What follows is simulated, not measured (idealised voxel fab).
The process module that follows is named voxel capacitor over wiring.
Section cut is 160 nm wide and gridded with 5 nm square cells.
Think of the cross-section as a grid of square cells. We describe it in bands, top to bottom, and each band covers one or more rows of those cells.
Band entry format. Leading values: height of top, height of bottom, nm. Remainder: materials in left-to-right order, each with its width in nm. Special words: "everywhere" on a single material, which then fills the band edge to edge; "blank", empty space.
Counting heights begins at 0, where everything beneath is, in the wafer as received, one material. The lowest band has no bottom; it goes on downwards, as "0 and below" shows.
The width entry "30->40" should be interpreted row by row: the top row of cells in the band takes the first number, the bottom row takes the second number, and the change between adjacent rows is uniform throughout.
It should be understood that the words "same as before", when stated for a given step, signify that the cross-section underwent no change in any of its cells during that step.
This entry, "Voids, sealed", enumerates those empty regions of no fewer than 8 cells that possess no open connection to the top. Each region is reported in the form width x height at distance, the distance being taken from the left edge, with all three quantities expressed in nm.
Post-settings text on a step line: simulator's own remark regarding the step.
What "overlay nm" on a step's line means: if the step has a mask, that mask lay this far to the right of its planned place, or, when the value is negative, to the left.

STEPS PLANNED FOR THE PROCESS
1. RECEIVE,material Si
2. CONFORMAL_DEP,material SiO2,thk nm 15
3. DIRECTIONAL_DEP,material TiN,thk nm 5
4. DIRECTIONAL_DEP,material W,thk nm 25
5. DIRECTIONAL_DEP,material aC,thk nm 10
6. PATTERN,tone cover,mask id METAL_1,material resist,width nm 20,pitch nm 70,thk nm 25,overlay nm 0
7. DIRECTIONAL_ETCH,etch materials aC,depth nm 10
8. STRIP,etch materials resist
9. DIRECTIONAL_ETCH,etch materials W,depth nm 25
10. DIRECTIONAL_ETCH,etch materials TiN,depth nm 5
11. STRIP,etch materials aC
12. FILL_DEP,material SiO2,thk nm 5
13. CMP,height nm 45
14. CONFORMAL_DEP,material SiCN,thk nm 5
15. DIRECTIONAL_DEP,material lowk,thk nm 10
16. MASKED_ETCH,tone open,mask id PLUG_1,width nm 15,etch materials lowk,depth nm 10,overlay nm 0
17. MASKED_ETCH,tone open,mask id PLUG_1,width nm 15,etch materials SiCN,depth nm 5,overlay nm 0
18. EPI,material Ru,thk nm 10
19. EPI,material Ru,thk nm 5
20. DIRECTIONAL_DEP,material TiN,thk nm 10
21. DIRECTIONAL_DEP,material SiN,thk nm 5
22. DIRECTIONAL_DEP,material TiN,thk nm 10
23. DIRECTIONAL_DEP,material aC,thk nm 10
24. PATTERN,tone cover,mask id UPPER_PLATE,material resist,width nm 55,thk nm 30,overlay nm 0
25. DIRECTIONAL_ETCH,etch materials aC,depth nm 10
26. STRIP,etch materials resist
27. DIRECTIONAL_ETCH,etch materials TiN,depth nm 10
28. DIRECTIONAL_ETCH,etch materials SiN,depth nm 5
29. STRIP,etch materials aC
30. PATTERN,tone cover,mask id LOWER_PLATE,material resist,width nm 65,thk nm 20,overlay nm 0
31. DIRECTIONAL_ETCH,etch materials TiN,depth nm 10
32. STRIP,etch materials resist
33. FILL_DEP,material SiO2,thk nm 15
34. CMP,height nm 95
35. PATTERN,tone open,mask id PLUG_2,material resist,width nm 15,thk nm 15,overlay nm 0
36. DIRECTIONAL_ETCH,etch materials SiO2,depth nm 10
37. STRIP,etch materials resist
38. CONFORMAL_DEP,material TiN,thk nm 5
39. FILL_DEP,material W,thk nm 10
40. CMP,height nm 95
41. CONFORMAL_DEP,material SiCN,thk nm 5

FIRST OUT OF TWO WAFERS; RUN WENT TO PLAN

RECEIVED-STATE CROSS-SECTION, REFLECTING COMPLETION OF STEP 1
0 and below | Si everywhere
Voids, sealed: none

SO THIS IS THE WAFER CROSS-SECTION RIGHT AFTER STEP 2
15 down to 0 | SiO2 everywhere
Below a height of 0, the structure has not been altered.

SO THIS IS THE WAFER CROSS-SECTION RIGHT AFTER STEP 3
20 down to 15 | TiN everywhere
Below a height of 15, the structure has not been altered.

SO THIS IS THE WAFER CROSS-SECTION RIGHT AFTER STEP 4
45 down to 20 | W everywhere
Below a height of 20, the structure has not been altered.

SO THIS IS THE WAFER CROSS-SECTION RIGHT AFTER STEP 5
55 down to 45 | aC everywhere
Below a height of 45, the structure has not been altered.

SO THIS IS THE WAFER CROSS-SECTION RIGHT AFTER STEP 6
80 down to 55 | 35 nm blank, then 20 nm resist, then 50 nm blank, then 20 nm resist, then 35 nm blank
Below a height of 55, the structure has not been altered.

SO THIS IS THE WAFER CROSS-SECTION RIGHT AFTER STEP 7
70 down to 55 | 35 nm blank, then 20 nm resist, then 50 nm blank, then 20 nm resist, then 35 nm blank
55 down to 45 | 35 nm blank, then 20 nm aC, then 50 nm blank, then 20 nm aC, then 35 nm blank
Below a height of 45, the structure has not been altered.

SO THIS IS THE WAFER CROSS-SECTION RIGHT AFTER STEP 8
55 down to 45 | 35 nm blank, then 20 nm aC, then 50 nm blank, then 20 nm aC, then 35 nm blank
Below a height of 45, the structure has not been altered.

SO THIS IS THE WAFER CROSS-SECTION RIGHT AFTER STEP 9
55 down to 45 | 35 nm blank, then 20 nm aC, then 50 nm blank, then 20 nm aC, then 35 nm blank
45 down to 20 | 35 nm blank, then 20 nm W, then 50 nm blank, then 20 nm W, then 35 nm blank
Below a height of 20, the structure has not been altered.

SO THIS IS THE WAFER CROSS-SECTION RIGHT AFTER STEP 10
55 down to 45 | 35 nm blank, then 20 nm aC, then 50 nm blank, then 20 nm aC, then 35 nm blank
45 down to 20 | 35 nm blank, then 20 nm W, then 50 nm blank, then 20 nm W, then 35 nm blank
20 down to 15 | 35 nm blank, then 20 nm TiN, then 50 nm blank, then 20 nm TiN, then 35 nm blank
Below a height of 15, the structure has not been altered.

SO THIS IS THE WAFER CROSS-SECTION RIGHT AFTER STEP 11
45 down to 20 | 35 nm blank, then 20 nm W, then 50 nm blank, then 20 nm W, then 35 nm blank
Below a height of 20, the structure has not been altered.

SO THIS IS THE WAFER CROSS-SECTION RIGHT AFTER STEP 12
50 down to 45 | SiO2 everywhere
45 down to 20 | 35 nm SiO2, then 20 nm W, then 50 nm SiO2, then 20 nm W, then 35 nm SiO2
20 down to 15 | 35 nm SiO2, then 20 nm TiN, then 50 nm SiO2, then 20 nm TiN, then 35 nm SiO2
Below a height of 15, the structure has not been altered.

SO THIS IS THE WAFER CROSS-SECTION RIGHT AFTER STEP 13
45 down to 20 | 35 nm SiO2, then 20 nm W, then 50 nm SiO2, then 20 nm W, then 35 nm SiO2
Below a height of 20, the structure has not been altered.

SO THIS IS THE WAFER CROSS-SECTION RIGHT AFTER STEP 14
50 down to 45 | SiCN everywhere
Below a height of 45, the structure has not been altered.

SO THIS IS THE WAFER CROSS-SECTION RIGHT AFTER STEP 15
60 down to 50 | lowk everywhere
Below a height of 50, the structure has not been altered.

SO THIS IS THE WAFER CROSS-SECTION RIGHT AFTER STEP 16
60 down to 50 | 40 nm lowk, then 15 nm blank, then 105 nm lowk
Below a height of 50, the structure has not been altered.

SO THIS IS THE WAFER CROSS-SECTION RIGHT AFTER STEP 17
60 down to 50 | 40 nm lowk, then 15 nm blank, then 105 nm lowk
50 down to 45 | 40 nm SiCN, then 15 nm blank, then 105 nm SiCN
Below a height of 45, the structure has not been altered.

SO THIS IS THE WAFER CROSS-SECTION RIGHT AFTER STEP 18
60 down to 55 | 40 nm lowk, then 15 nm blank, then 105 nm lowk
55 down to 50 | 40 nm lowk, then 15 nm Ru, then 105 nm lowk
50 down to 45 | 40 nm SiCN, then 15 nm Ru, then 105 nm SiCN
Below a height of 45, the structure has not been altered.

SO THIS IS THE WAFER CROSS-SECTION RIGHT AFTER STEP 19
60 down to 50 | 40 nm lowk, then 15 nm Ru, then 105 nm lowk
Below a height of 50, the structure has not been altered.

SO THIS IS THE WAFER CROSS-SECTION RIGHT AFTER STEP 20
70 down to 60 | TiN everywhere
Below a height of 60, the structure has not been altered.

SO THIS IS THE WAFER CROSS-SECTION RIGHT AFTER STEP 21
75 down to 70 | SiN everywhere
Below a height of 70, the structure has not been altered.

SO THIS IS THE WAFER CROSS-SECTION RIGHT AFTER STEP 22
85 down to 75 | TiN everywhere
Below a height of 75, the structure has not been altered.

SO THIS IS THE WAFER CROSS-SECTION RIGHT AFTER STEP 23
95 down to 85 | aC everywhere
Below a height of 85, the structure has not been altered.

SO THIS IS THE WAFER CROSS-SECTION RIGHT AFTER STEP 24
125 down to 95 | 40 nm blank, then 55 nm resist, then 65 nm blank
Below a height of 95, the structure has not been altered.

SO THIS IS THE WAFER CROSS-SECTION RIGHT AFTER STEP 25
115 down to 95 | 40 nm blank, then 55 nm resist, then 65 nm blank
95 down to 85 | 40 nm blank, then 55 nm aC, then 65 nm blank
Below a height of 85, the structure has not been altered.

SO THIS IS THE WAFER CROSS-SECTION RIGHT AFTER STEP 26
95 down to 85 | 40 nm blank, then 55 nm aC, then 65 nm blank
Below a height of 85, the structure has not been altered.

SO THIS IS THE WAFER CROSS-SECTION RIGHT AFTER STEP 27
95 down to 85 | 40 nm blank, then 55 nm aC, then 65 nm blank
85 down to 75 | 40 nm blank, then 55 nm TiN, then 65 nm blank
Below a height of 75, the structure has not been altered.

SO THIS IS THE WAFER CROSS-SECTION RIGHT AFTER STEP 28
95 down to 85 | 40 nm blank, then 55 nm aC, then 65 nm blank
85 down to 75 | 40 nm blank, then 55 nm TiN, then 65 nm blank
75 down to 70 | 40 nm blank, then 55 nm SiN, then 65 nm blank
Below a height of 70, the structure has not been altered.

SO THIS IS THE WAFER CROSS-SECTION RIGHT AFTER STEP 29
85 down to 75 | 40 nm blank, then 55 nm TiN, then 65 nm blank
Below a height of 75, the structure has not been altered.

SO THIS IS THE WAFER CROSS-SECTION RIGHT AFTER STEP 30
105 down to 85 | 35 nm blank, then 65 nm resist, then 60 nm blank
85 down to 75 | 35 nm blank, then 5 nm resist, then 55 nm TiN, then 5 nm resist, then 60 nm blank
75 down to 70 | 35 nm blank, then 5 nm resist, then 55 nm SiN, then 5 nm resist, then 60 nm blank
Below a height of 70, the structure has not been altered.

SO THIS IS THE WAFER CROSS-SECTION RIGHT AFTER STEP 31
105 down to 85 | 35 nm blank, then 65 nm resist, then 60 nm blank
85 down to 75 | 35 nm blank, then 5 nm resist, then 55 nm TiN, then 5 nm resist, then 60 nm blank
75 down to 70 | 35 nm blank, then 5 nm resist, then 55 nm SiN, then 5 nm resist, then 60 nm blank
70 down to 60 | 35 nm blank, then 65 nm TiN, then 60 nm blank
Below a height of 60, the structure has not been altered.

SO THIS IS THE WAFER CROSS-SECTION RIGHT AFTER STEP 32
85 down to 75 | 40 nm blank, then 55 nm TiN, then 65 nm blank
75 down to 70 | 40 nm blank, then 55 nm SiN, then 65 nm blank
Below a height of 70, the structure has not been altered.

SO THIS IS THE WAFER CROSS-SECTION RIGHT AFTER STEP 33
100 down to 85 | SiO2 everywhere
85 down to 75 | 40 nm SiO2, then 55 nm TiN, then 65 nm SiO2
75 down to 70 | 40 nm SiO2, then 55 nm SiN, then 65 nm SiO2
70 down to 60 | 35 nm SiO2, then 65 nm TiN, then 60 nm SiO2
Below a height of 60, the structure has not been altered.

SO THIS IS THE WAFER CROSS-SECTION RIGHT AFTER STEP 34
95 down to 85 | SiO2 everywhere
Below a height of 85, the structure has not been altered.

SO THIS IS THE WAFER CROSS-SECTION RIGHT AFTER STEP 35
110 down to 95 | 50 nm resist, then 15 nm blank, then 95 nm resist
Below a height of 95, the structure has not been altered.

SO THIS IS THE WAFER CROSS-SECTION RIGHT AFTER STEP 36
110 down to 95 | 50 nm resist, then 15 nm blank, then 95 nm resist
95 down to 85 | 50 nm SiO2, then 15 nm blank, then 95 nm SiO2
Below a height of 85, the structure has not been altered.

SO THIS IS THE WAFER CROSS-SECTION RIGHT AFTER STEP 37
95 down to 85 | 50 nm SiO2, then 15 nm blank, then 95 nm SiO2
Below a height of 85, the structure has not been altered.

SO THIS IS THE WAFER CROSS-SECTION RIGHT AFTER STEP 38
100 down to 95 | 55 nm TiN, then 5 nm blank, then 100 nm TiN
95 down to 90 | 50 nm SiO2, then 5 nm TiN, then 5 nm blank, then 5 nm TiN, then 95 nm SiO2
90 down to 85 | 50 nm SiO2, then 15 nm TiN, then 95 nm SiO2
Below a height of 85, the structure has not been altered.

SO THIS IS THE WAFER CROSS-SECTION RIGHT AFTER STEP 39
110 down to 100 | W everywhere
100 down to 95 | 55 nm TiN, then 5 nm W, then 100 nm TiN
95 down to 90 | 50 nm SiO2, then 5 nm TiN, then 5 nm W, then 5 nm TiN, then 95 nm SiO2
Below a height of 90, the structure has not been altered.

SO THIS IS THE WAFER CROSS-SECTION RIGHT AFTER STEP 40
95 down to 90 | 50 nm SiO2, then 5 nm TiN, then 5 nm W, then 5 nm TiN, then 95 nm SiO2
Below a height of 90, the structure has not been altered.

SO THIS IS THE WAFER CROSS-SECTION RIGHT AFTER STEP 41
100 down to 95 | SiCN everywhere
Below a height of 95, the structure has not been altered.

SECOND WAFER. START AND PLAN AS FOR THE FIRST. ONE MISTAKE MADE IN RUNNING. AGREES WITH THE FIRST UP TO AND INCLUDING STEP 34

CROSS-SECTION OF THE SECOND WAFER CORRESPONDING TO THE PLANNED CONCLUSION OF STEP 35
110 down to 95 | 50 nm blank, then 15 nm resist, then 95 nm blank
Below a height of 95, the structure has not been altered.

CROSS-SECTION OF THE SECOND WAFER CORRESPONDING TO THE PLANNED CONCLUSION OF STEP 36
110 down to 95 | 50 nm blank, then 15 nm resist, then 95 nm blank
95 down to 85 | 50 nm blank, then 15 nm SiO2, then 95 nm blank
Below a height of 85, the structure has not been altered.

CROSS-SECTION OF THE SECOND WAFER CORRESPONDING TO THE PLANNED CONCLUSION OF STEP 37
95 down to 85 | 50 nm blank, then 15 nm SiO2, then 95 nm blank
Below a height of 85, the structure has not been altered.

CROSS-SECTION OF THE SECOND WAFER CORRESPONDING TO THE PLANNED CONCLUSION OF STEP 38
100 down to 95 | 45 nm blank, then 25 nm TiN, then 90 nm blank
95 down to 90 | 45 nm blank, then 5 nm TiN, then 15 nm SiO2, then 5 nm TiN, then 90 nm blank
90 down to 85 | 50 nm TiN, then 15 nm SiO2, then 95 nm TiN
Below a height of 85, the structure has not been altered.

CROSS-SECTION OF THE SECOND WAFER CORRESPONDING TO THE PLANNED CONCLUSION OF STEP 39
110 down to 100 | W everywhere
100 down to 95 | 45 nm W, then 25 nm TiN, then 90 nm W
95 down to 90 | 45 nm W, then 5 nm TiN, then 15 nm SiO2, then 5 nm TiN, then 90 nm W
Below a height of 90, the structure has not been altered.

CROSS-SECTION OF THE SECOND WAFER CORRESPONDING TO THE PLANNED CONCLUSION OF STEP 40
95 down to 90 | 45 nm W, then 5 nm TiN, then 15 nm SiO2, then 5 nm TiN, then 90 nm W
Below a height of 90, the structure has not been altered.

CROSS-SECTION OF THE SECOND WAFER CORRESPONDING TO THE PLANNED CONCLUSION OF STEP 41
100 down to 95 | SiCN everywhere
Below a height of 95, the structure has not been altered.
Plan not followed: it should be noted that step 35 was executed with settings other than those planned, the operation and settings actually applied being PATTERN,tone cover,mask id PLUG_2,material resist,width nm 15,thk nm 15,overlay nm 0
Cell-count delta at end, second wafer over first, by material: SiO2 -52 | TiN +26 | W +26
